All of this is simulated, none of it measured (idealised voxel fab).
This section sets out a process module, namely voxel air gaps.
Displayed cross-section: cut, width of 185 nm, square cells sized 5 nm.
A cross-section is written here as square cells arranged in a grid, and it is given in bands from the top down, each band taking up one or more rows of cells.
Heads up on the band format: heights come first, top then bottom, in nm. After that it's the materials left to right, each with its width in nm. A single material flagged "everywhere" fills the whole band edge to edge, and "empty" means there's empty space there.
We count height from 0. Below that, the starting wafer is all one material. The lowest band never ends at the bottom but goes on down; see "z 0 and below" for how that is written.
Width spec "30 to 40" -> top row of cells at first value, bottom row at second value, equal per-row change in between.
Key: "nothing was modified" - step with no changed cell in the cross-section.
Heads up: "Enclosed void catalog" only lists the empty pockets with no open path to the top that are 8 cells or more, and it writes them as width x height at distance, distance from the left edge, in nm.
Past the settings on a step's line: simulator remark, on that step.
overlay nm: right-of-plan distance of the mask on a masked step; negative values mean left-of-plan.

Steps planned for the process
step 1: RECEIVE,material Si
step 2: CONFORMAL_DEP,material SiO2,thk nm 10
step 3: CONFORMAL_DEP,material SiN,thk nm 5
step 4: DIRECTIONAL_DEP,material lowk,thk nm 30
step 5: PATTERN,tone open,mask id LINES,material resist,width nm 20,pitch nm 45,thk nm 15,overlay nm 0
step 6: DIRECTIONAL_ETCH,etch materials lowk,depth nm 30
step 7: STRIP,etch materials resist
step 8: CONFORMAL_DEP,material TiN,thk nm 5
step 9: FILL_DEP,material W,thk nm 10
step 10: CMP,height nm 45
step 11: EPI,material Ru,thk nm 10
step 12: SELECTIVE_ETCH,etch materials lowk,depth nm 40
step 13: CONFORMAL_DEP,material SiN,thk nm 5

Concerning the first of two wafers, which was run in accordance with the plan

Cross-sectional view of the wafer in its as-received condition, corresponding to the state after step 1
- z 0 and below: Si everywhere
- Enclosed void catalog: none

Upon completion of step 2, the wafer appears in cross-section as shown
- z 10 to 0: SiO2 everywhere
- Everything below 0 is unchanged.

Upon completion of step 3, the wafer appears in cross-section as shown
- z 15 to 10: SiN everywhere
- Everything below 10 is unchanged.

Upon completion of step 4, the wafer appears in cross-section as shown
- z 45 to 15: lowk everywhere
- Everything below 15 is unchanged.

Upon completion of step 5, the wafer appears in cross-section as shown
- z 60 to 45: resist 35 / empty 20 / resist 25 / empty 20 / resist 25 / empty 20 / resist 40
- Everything below 45 is unchanged.

Upon completion of step 6, the wafer appears in cross-section as shown
- z 60 to 45: resist 35 / empty 20 / resist 25 / empty 20 / resist 25 / empty 20 / resist 40
- z 45 to 15: lowk 35 / empty 20 / lowk 25 / empty 20 / lowk 25 / empty 20 / lowk 40
- Everything below 15 is unchanged.

Upon completion of step 7, the wafer appears in cross-section as shown
- z 45 to 15: lowk 35 / empty 20 / lowk 25 / empty 20 / lowk 25 / empty 20 / lowk 40
- Everything below 15 is unchanged.

Upon completion of step 8, the wafer appears in cross-section as shown
- z 50 to 45: TiN 40 / empty 10 / TiN 35 / empty 10 / TiN 35 / empty 10 / TiN 45
- z 45 to 20: lowk 35 / TiN 5 / empty 10 / TiN 5 / lowk 25 / TiN 5 / empty 10 / TiN 5 / lowk 25 / TiN 5 / empty 10 / TiN 5 / lowk 40
- z 20 to 15: lowk 35 / TiN 20 / lowk 25 / TiN 20 / lowk 25 / TiN 20 / lowk 40
- Everything below 15 is unchanged.

Upon completion of step 9, the wafer appears in cross-section as shown
- z 60 to 50: W everywhere
- z 50 to 45: TiN 40 / W 10 / TiN 35 / W 10 / TiN 35 / W 10 / TiN 45
- z 45 to 20: lowk 35 / TiN 5 / W 10 / TiN 5 / lowk 25 / TiN 5 / W 10 / TiN 5 / lowk 25 / TiN 5 / W 10 / TiN 5 / lowk 40
- Everything below 20 is unchanged.

Upon completion of step 10, the wafer appears in cross-section as shown
- z 45 to 20: lowk 35 / TiN 5 / W 10 / TiN 5 / lowk 25 / TiN 5 / W 10 / TiN 5 / lowk 25 / TiN 5 / W 10 / TiN 5 / lowk 40
- Everything below 20 is unchanged.

Upon completion of step 11, the wafer appears in cross-section as shown
- z 55 to 45: empty 25 / Ru 40 / empty 5 / Ru 40 / empty 5 / Ru 40 / empty 30
- Everything below 45 is unchanged.

Upon completion of step 12, the wafer appears in cross-section as shown
- z 55 to 45: empty 25 / Ru 40 / empty 5 / Ru 40 / empty 5 / Ru 40 / empty 30
- z 45 to 20: empty 35 / TiN 5 / W 10 / TiN 5 / empty 25 / TiN 5 / W 10 / TiN 5 / empty 25 / TiN 5 / W 10 / TiN 5 / empty 40
- z 20 to 15: empty 35 / TiN 20 / empty 25 / TiN 20 / empty 25 / TiN 20 / empty 40
- Everything below 15 is unchanged.

Upon completion of step 13, the wafer appears in cross-section as shown
- z 60 to 55: empty 20 / SiN 140 / empty 25
- z 55 to 45: empty 20 / SiN 5 / Ru 40 / SiN 5 / Ru 40 / SiN 5 / Ru 40 / SiN 5 / empty 25
- z 45 to 40: empty 20 / SiN 15 / TiN 5 / W 10 / TiN 5 / SiN 25 / TiN 5 / W 10 / TiN 5 / SiN 25 / TiN 5 / W 10 / TiN 5 / SiN 15 / empty 25
- z 40 to 20: empty 30 / SiN 5 / TiN 5 / W 10 / TiN 5 / SiN 5 / empty 15 / SiN 5 / TiN 5 / W 10 / TiN 5 / SiN 5 / empty 15 / SiN 5 / TiN 5 / W 10 / TiN 5 / SiN 5 / empty 35
- z 20 to 15: SiN 35 / TiN 20 / SiN 25 / TiN 20 / SiN 25 / TiN 20 / SiN 40
- Everything below 15 is unchanged.
- Enclosed void catalog: 15 x 20 at 60; 15 x 20 at 105

Second Wafer (Identical Start and Plan, One Processing Error; Matches First Wafer Through Step 10)

Cross-section of the second wafer at the time by which step 11 should have been completed according to the plan
- z 65 to 45: empty 15 / Ru 150 / empty 20
- Everything below 45 is unchanged.

Cross-section of the second wafer at the time by which step 12 should have been completed according to the plan
- z 65 to 45: empty 15 / Ru 150 / empty 20
- z 45 to 20: empty 35 / TiN 5 / W 10 / TiN 5 / lowk 25 / TiN 5 / W 10 / TiN 5 / lowk 25 / TiN 5 / W 10 / TiN 5 / empty 40
- z 20 to 15: empty 35 / TiN 20 / lowk 25 / TiN 20 / lowk 25 / TiN 20 / empty 40
- Everything below 15 is unchanged.

Cross-section of the second wafer at the time by which step 13 should have been completed according to the plan
- z 70 to 65: empty 10 / SiN 160 / empty 15
- z 65 to 45: empty 10 / SiN 5 / Ru 150 / SiN 5 / empty 15
- z 45 to 40: empty 10 / SiN 25 / TiN 5 / W 10 / TiN 5 / lowk 25 / TiN 5 / W 10 / TiN 5 / lowk 25 / TiN 5 / W 10 / TiN 5 / SiN 25 / empty 15
- z 40 to 20: empty 30 / SiN 5 / TiN 5 / W 10 / TiN 5 / lowk 25 / TiN 5 / W 10 / TiN 5 / lowk 25 / TiN 5 / W 10 / TiN 5 / SiN 5 / empty 35
- z 20 to 15: SiN 35 / TiN 20 / lowk 25 / TiN 20 / lowk 25 / TiN 20 / SiN 40
- Everything below 15 is unchanged.
It is concluded that the wafer was processed incorrectly with respect to the plan, in that step 11 of the plan was executed twice over
End check, counted in cells, second wafer has more or fewer of these materials than the first: Ru +72 | SiN -28 | lowk +60
By the end, 2 closed voids are present in the first wafer and 0 in the second.
